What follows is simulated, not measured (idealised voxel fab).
process module | voxel spacer lines
cross-section cut | 250 nm wide | cells 5 nm
A cross-section is a grid of square cells, given in bands from the top down. A band is one or more rows of cells.
Each band's line starts with the height of the band's top and of its bottom, in nm. Then come its materials from left to right, each with its width in nm. One material with "throughout" fills the band from edge to edge. "air" is empty space.
Height 0 is the level under which the wafer as received is all one material. The lowest band goes on downwards, as in "0 down".
A width such as "30 to 40" changes by the same amount from each row of cells to the next, from the band's top row to its bottom row.
"no change" after a step means that no cell of the cross-section changed.
closed voids: empty space of 8 cells or more with no open way to the top, each as width x height at its distance from the left edge, in nm
after a step's settings: what the simulator itself notes on the step
overlay nm, on a step with a mask: how far to the right of its planned place the mask lay; to the left if negative
plan
1 op RECEIVE | material Si
2 op CONFORMAL_DEP | material Al2O3 | thk nm 5
3 op DIRECTIONAL_DEP | material SiN | thk nm 10
4 op DIRECTIONAL_DEP | material aC | thk nm 20
5 op PATTERN | tone cover | mask id MANDREL | material resist | width nm 15 | pitch nm 50 | thk nm 30 | overlay nm 0
6 op DIRECTIONAL_ETCH | etch materials aC | depth nm 20
7 op STRIP | etch materials resist
8 op CONFORMAL_DEP | material SiO2 | thk nm 10
9 op DIRECTIONAL_ETCH | etch materials SiO2 | depth nm 10
10 op STRIP | etch materials aC
11 op DIRECTIONAL_ETCH | etch materials SiN | depth nm 10
12 op STRIP | etch materials SiO2
13 op FILL_DEP | material SiO2 | thk nm 10
14 op CMP | height nm 15
as received, after step 1
  0 down: Si throughout
  closed voids: none
a wafer at the end: this start, this plan, one mistake
  15 to 5: SiO2 55 | SiN 10 | SiO2 15 | SiN 10 | SiO2 15 | SiN 10 | SiO2 15 | SiN 10 | SiO2 15 | SiN 10 | SiO2 15 | SiN 10 | SiO2 60
  5 to 0: SiN throughout
  0 down: Si throughout
  closed voids: none
what went wrong: step 2 ran as: op CONFORMAL_DEP | material SiN | thk nm 5
